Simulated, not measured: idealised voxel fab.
This is a process module. Its name is voxel wiring stack.
Section cut is 175 nm wide and gridded with 5 nm square cells.
A cross-section is written here as square cells arranged in a grid, and it is given in bands from the top down, each band taking up one or more rows of cells. Top, bottom (nm), then materials left to right with widths (nm); lone material tagged "everywhere" fills the whole band edge to edge; "air" = empty space. Height 0 is the level under which the wafer as received is all one material. The lowest band goes on downwards, as in "0 -> down". A width given as "30->40" starts at the first number in the band's top row and ends at the second number in its bottom row, shifting by an equal amount at every step from row to row. No cell of the cross-section changed in a step that is given as "no change occurred". Reported under the label "Enclosed internal voids" are the empty spaces having no open way to the top and comprising 8 cells or more; the notation for each is width x height at distance, in which the distance is measured from the left edge and all three values are in nm. It should be noted that, on the line of a given step, the content following the step's settings is a remark produced by the simulator itself with respect to that step. When a step includes a mask, the "overlay nm" setting on its line states how far to the right of its planned place that mask lay, and negative values state how far to the left.
Planned process steps:
1. RECEIVE,material Si
2. CONFORMAL_DEP,material SiO2,thk nm 15
3. DIRECTIONAL_DEP,material TiN,thk nm 5
4. DIRECTIONAL_DEP,material Ru,thk nm 25
5. DIRECTIONAL_DEP,material aC,thk nm 15
6. PATTERN,tone cover,mask id METAL_1,material resist,width nm 30,pitch nm 50,thk nm 30,overlay nm 0
7. DIRECTIONAL_ETCH,etch materials aC,depth nm 15
8. STRIP,etch materials resist
9. DIRECTIONAL_ETCH,etch materials Ru,depth nm 25
10. DIRECTIONAL_ETCH,etch materials TiN,depth nm 5
11. STRIP,etch materials aC
12. FILL_DEP,material lowk,thk nm 10
13. CMP,height nm 45
14. CONFORMAL_DEP,material SiCN,thk nm 5
15. DIRECTIONAL_DEP,material SiO2,thk nm 30
16. MASKED_ETCH,tone open,mask id METAL_2,width nm 30,pitch nm 50,etch materials SiO2,depth nm 15,overlay nm 0
17. PATTERN,tone open,mask id METAL_2_HOLES,material resist,width nm 15,pitch nm 50,thk nm 20,overlay nm 0
18. DIRECTIONAL_ETCH,etch materials SiO2,depth nm 15
19. DIRECTIONAL_ETCH,etch materials SiCN,depth nm 5
20. STRIP,etch materials resist
21. CONFORMAL_DEP,material TiN,thk nm 5
22. FILL_DEP,material Ru,thk nm 10
23. CMP,height nm 80
24. CONFORMAL_DEP,material SiCN,thk nm 5
25. DIRECTIONAL_DEP,material lowk,thk nm 10
26. PATTERN,tone open,mask id PLUG_2,material resist,width nm 15,thk nm 20,overlay nm 0
27. DIRECTIONAL_ETCH,etch materials lowk,depth nm 10
28. DIRECTIONAL_ETCH,etch materials SiCN,depth nm 5
29. STRIP,etch materials resist
30. EPI,material Ru,thk nm 10
31. EPI,material Ru,thk nm 5
32. DIRECTIONAL_DEP,material TiN,thk nm 5
33. DIRECTIONAL_DEP,material Ru,thk nm 20
34. DIRECTIONAL_DEP,material aC,thk nm 10
35. PATTERN,tone cover,mask id METAL_3,material resist,width nm 30,pitch nm 50,thk nm 30,overlay nm 0
36. DIRECTIONAL_ETCH,etch materials aC,depth nm 10
37. STRIP,etch materials resist
38. DIRECTIONAL_ETCH,etch materials Ru,depth nm 20
39. DIRECTIONAL_ETCH,etch materials TiN,depth nm 5
40. STRIP,etch materials aC
41. FILL_DEP,material lowk,thk nm 5
42. CMP,height nm 120
43. CONFORMAL_DEP,material SiCN,thk nm 5
First of two wafers: run as planned:
Cross-sectional view of the wafer in its as-received condition, corresponding to the state after step 1:
  0 -> down = Si everywhere
  Enclosed internal voids: none
After step 2: wafer cross-section:
  15 -> 0 = SiO2 everywhere
  Whatever lies below 0 is exactly as it was before.
After step 3: wafer cross-section:
  20 -> 15 = TiN everywhere
  Whatever lies below 15 is exactly as it was before.
After step 4: wafer cross-section:
  45 -> 20 = Ru everywhere
  Whatever lies below 20 is exactly as it was before.
After step 5: wafer cross-section:
  60 -> 45 = aC everywhere
  Whatever lies below 45 is exactly as it was before.
After step 6: wafer cross-section:
  90 -> 60 = air (45); resist (30); air (20); resist (30); air (50)
  Whatever lies below 60 is exactly as it was before.
After step 7: wafer cross-section:
  75 -> 60 = air (45); resist (30); air (20); resist (30); air (50)
  60 -> 45 = air (45); aC (30); air (20); aC (30); air (50)
  Whatever lies below 45 is exactly as it was before.
After step 8: wafer cross-section:
  60 -> 45 = air (45); aC (30); air (20); aC (30); air (50)
  Whatever lies below 45 is exactly as it was before.
After step 9: wafer cross-section:
  60 -> 45 = air (45); aC (30); air (20); aC (30); air (50)
  45 -> 20 = air (45); Ru (30); air (20); Ru (30); air (50)
  Whatever lies below 20 is exactly as it was before.
After step 10: wafer cross-section:
  60 -> 45 = air (45); aC (30); air (20); aC (30); air (50)
  45 -> 20 = air (45); Ru (30); air (20); Ru (30); air (50)
  20 -> 15 = air (45); TiN (30); air (20); TiN (30); air (50)
  Whatever lies below 15 is exactly as it was before.
After step 11: wafer cross-section:
  45 -> 20 = air (45); Ru (30); air (20); Ru (30); air (50)
  Whatever lies below 20 is exactly as it was before.
After step 12: wafer cross-section:
  55 -> 45 = lowk everywhere
  45 -> 20 = lowk (45); Ru (30); lowk (20); Ru (30); lowk (50)
  20 -> 15 = lowk (45); TiN (30); lowk (20); TiN (30); lowk (50)
  Whatever lies below 15 is exactly as it was before.
After step 13: wafer cross-section:
  45 -> 20 = lowk (45); Ru (30); lowk (20); Ru (30); lowk (50)
  Whatever lies below 20 is exactly as it was before.
After step 14: wafer cross-section:
  50 -> 45 = SiCN everywhere
  Whatever lies below 45 is exactly as it was before.
After step 15: wafer cross-section:
  80 -> 50 = SiO2 everywhere
  Whatever lies below 50 is exactly as it was before.
After step 16: wafer cross-section:
  80 -> 65 = SiO2 (45); air (30); SiO2 (20); air (30); SiO2 (50)
  Whatever lies below 65 is exactly as it was before.
After step 17: wafer cross-section:
  100 -> 80 = resist (45); air (15); resist (35); air (15); resist (65)
  80 -> 65 = SiO2 (45); air (15); resist (15); SiO2 (20); air (15); resist (15); SiO2 (50)
  Whatever lies below 65 is exactly as it was before.
After step 18: wafer cross-section:
  100 -> 80 = resist (45); air (15); resist (35); air (15); resist (65)
  80 -> 65 = SiO2 (45); air (15); resist (15); SiO2 (20); air (15); resist (15); SiO2 (50)
  65 -> 50 = SiO2 (45); air (15); SiO2 (35); air (15); SiO2 (65)
  Whatever lies below 50 is exactly as it was before.
After step 19: wafer cross-section:
  100 -> 80 = resist (45); air (15); resist (35); air (15); resist (65)
  80 -> 65 = SiO2 (45); air (15); resist (15); SiO2 (20); air (15); resist (15); SiO2 (50)
  65 -> 50 = SiO2 (45); air (15); SiO2 (35); air (15); SiO2 (65)
  50 -> 45 = SiCN (45); air (15); SiCN (35); air (15); SiCN (65)
  Whatever lies below 45 is exactly as it was before.
After step 20: wafer cross-section:
  80 -> 65 = SiO2 (45); air (30); SiO2 (20); air (30); SiO2 (50)
  Whatever lies below 65 is exactly as it was before.
After step 21: wafer cross-section:
  85 -> 80 = TiN (50); air (20); TiN (30); air (20); TiN (55)
  80 -> 70 = SiO2 (45); TiN (5); air (20); TiN (5); SiO2 (20); TiN (5); air (20); TiN (5); SiO2 (50)
  70 -> 65 = SiO2 (45); TiN (5); air (5); TiN (20); SiO2 (20); TiN (5); air (5); TiN (20); SiO2 (50)
  65 -> 50 = SiO2 (45); TiN (5); air (5); TiN (5); SiO2 (35); TiN (5); air (5); TiN (5); SiO2 (65)
  50 -> 45 = SiCN (45); TiN (15); SiCN (35); TiN (15); SiCN (65)
  Whatever lies below 45 is exactly as it was before.
After step 22: wafer cross-section:
  95 -> 85 = Ru everywhere
  85 -> 80 = TiN (50); Ru (20); TiN (30); Ru (20); TiN (55)
  80 -> 70 = SiO2 (45); TiN (5); Ru (20); TiN (5); SiO2 (20); TiN (5); Ru (20); TiN (5); SiO2 (50)
  70 -> 65 = SiO2 (45); TiN (5); Ru (5); TiN (20); SiO2 (20); TiN (5); Ru (5); TiN (20); SiO2 (50)
  65 -> 50 = SiO2 (45); TiN (5); Ru (5); TiN (5); SiO2 (35); TiN (5); Ru (5); TiN (5); SiO2 (65)
  Whatever lies below 50 is exactly as it was before.
After step 23: wafer cross-section:
  80 -> 70 = SiO2 (45); TiN (5); Ru (20); TiN (5); SiO2 (20); TiN (5); Ru (20); TiN (5); SiO2 (50)
  Whatever lies below 70 is exactly as it was before.
After step 24: wafer cross-section:
  85 -> 80 = SiCN everywhere
  Whatever lies below 80 is exactly as it was before.
After step 25: wafer cross-section:
  95 -> 85 = lowk everywhere
  Whatever lies below 85 is exactly as it was before.
After step 26: wafer cross-section:
  115 -> 95 = resist (45); air (15); resist (115)
  Whatever lies below 95 is exactly as it was before.
After step 27: wafer cross-section:
  115 -> 95 = resist (45); air (15); resist (115)
  95 -> 85 = lowk (45); air (15); lowk (115)
  Whatever lies below 85 is exactly as it was before.
After step 28: wafer cross-section:
  115 -> 95 = resist (45); air (15); resist (115)
  95 -> 85 = lowk (45); air (15); lowk (115)
  85 -> 80 = SiCN (45); air (15); SiCN (115)
  Whatever lies below 80 is exactly as it was before.
After step 29: wafer cross-section:
  95 -> 85 = lowk (45); air (15); lowk (115)
  Whatever lies below 85 is exactly as it was before.
After step 30: wafer cross-section:
  95 -> 90 = lowk (45); air (15); lowk (115)
  90 -> 85 = lowk (45); Ru (15); lowk (115)
  85 -> 80 = SiCN (45); Ru (15); SiCN (115)
  Whatever lies below 80 is exactly as it was before.
After step 31: wafer cross-section:
  95 -> 85 = lowk (45); Ru (15); lowk (115)
  Whatever lies below 85 is exactly as it was before.
After step 32: wafer cross-section:
  100 -> 95 = TiN everywhere
  Whatever lies below 95 is exactly as it was before.
After step 33: wafer cross-section:
  120 -> 100 = Ru everywhere
  Whatever lies below 100 is exactly as it was before.
After step 34: wafer cross-section:
  130 -> 120 = aC everywhere
  Whatever lies below 120 is exactly as it was before.
After step 35: wafer cross-section:
  160 -> 130 = air (45); resist (30); air (20); resist (30); air (50)
  Whatever lies below 130 is exactly as it was before.
After step 36: wafer cross-section:
  150 -> 130 = air (45); resist (30); air (20); resist (30); air (50)
  130 -> 120 = air (45); aC (30); air (20); aC (30); air (50)
  Whatever lies below 120 is exactly as it was before.
After step 37: wafer cross-section:
  130 -> 120 = air (45); aC (30); air (20); aC (30); air (50)
  Whatever lies below 120 is exactly as it was before.
After step 38: wafer cross-section:
  130 -> 120 = air (45); aC (30); air (20); aC (30); air (50)
  120 -> 100 = air (45); Ru (30); air (20); Ru (30); air (50)
  Whatever lies below 100 is exactly as it was before.
After step 39: wafer cross-section:
  130 -> 120 = air (45); aC (30); air (20); aC (30); air (50)
  120 -> 100 = air (45); Ru (30); air (20); Ru (30); air (50)
  100 -> 95 = air (45); TiN (30); air (20); TiN (30); air (50)
  Whatever lies below 95 is exactly as it was before.
After step 40: wafer cross-section:
  120 -> 100 = air (45); Ru (30); air (20); Ru (30); air (50)
  Whatever lies below 100 is exactly as it was before.
After step 41: wafer cross-section:
  125 -> 120 = lowk everywhere
  120 -> 100 = lowk (45); Ru (30); lowk (20); Ru (30); lowk (50)
  100 -> 95 = lowk (45); TiN (30); lowk (20); TiN (30); lowk (50)
  Whatever lies below 95 is exactly as it was before.
After step 42: wafer cross-section:
  120 -> 100 = lowk (45); Ru (30); lowk (20); Ru (30); lowk (50)
  Whatever lies below 100 is exactly as it was before.
After step 43: wafer cross-section:
  125 -> 120 = SiCN everywhere
  Whatever lies below 120 is exactly as it was before.
The second wafer was prepared from the same starting point and under the same plan as the first; its processing contained one mistake, and it remains indistinguishable from the first wafer up to and including step 31:
What the second wafer looks like in cross-section when step 32 should have wrapped up:
  100 -> 95 = lowk everywhere
  Whatever lies below 95 is exactly as it was before.
What the second wafer looks like in cross-section when step 33 should have wrapped up:
  120 -> 100 = Ru everywhere
  Whatever lies below 100 is exactly as it was before.
What the second wafer looks like in cross-section when step 34 should have wrapped up:
  130 -> 120 = aC everywhere
  Whatever lies below 120 is exactly as it was before.
What the second wafer looks like in cross-section when step 35 should have wrapped up:
  160 -> 130 = air (45); resist (30); air (20); resist (30); air (50)
  Whatever lies below 130 is exactly as it was before.
What the second wafer looks like in cross-section when step 36 should have wrapped up:
  150 -> 130 = air (45); resist (30); air (20); resist (30); air (50)
  130 -> 120 = air (45); aC (30); air (20); aC (30); air (50)
  Whatever lies below 120 is exactly as it was before.
What the second wafer looks like in cross-section when step 37 should have wrapped up:
  130 -> 120 = air (45); aC (30); air (20); aC (30); air (50)
  Whatever lies below 120 is exactly as it was before.
What the second wafer looks like in cross-section when step 38 should have wrapped up:
  130 -> 120 = air (45); aC (30); air (20); aC (30); air (50)
  120 -> 100 = air (45); Ru (30); air (20); Ru (30); air (50)
  Whatever lies below 100 is exactly as it was before.
What the second wafer looks like in cross-section when step 39 should have wrapped up: no change occurred
What the second wafer looks like in cross-section when step 40 should have wrapped up:
  120 -> 100 = air (45); Ru (30); air (20); Ru (30); air (50)
  Whatever lies below 100 is exactly as it was before.
What the second wafer looks like in cross-section when step 41 should have wrapped up:
  125 -> 120 = lowk everywhere
  120 -> 100 = lowk (45); Ru (30); lowk (20); Ru (30); lowk (50)
  Whatever lies below 100 is exactly as it was before.
What the second wafer looks like in cross-section when step 42 should have wrapped up:
  120 -> 100 = lowk (45); Ru (30); lowk (20); Ru (30); lowk (50)
  Whatever lies below 100 is exactly as it was before.
What the second wafer looks like in cross-section when step 43 should have wrapped up:
  125 -> 120 = SiCN everywhere
  Whatever lies below 120 is exactly as it was before.
Processing error: step 32 changed vs plan, executed as DIRECTIONAL_DEP,material lowk,thk nm 5
FYI, end of process, the second wafer has more or fewer cells of some materials than the first: -12 TiN | +12 lowk
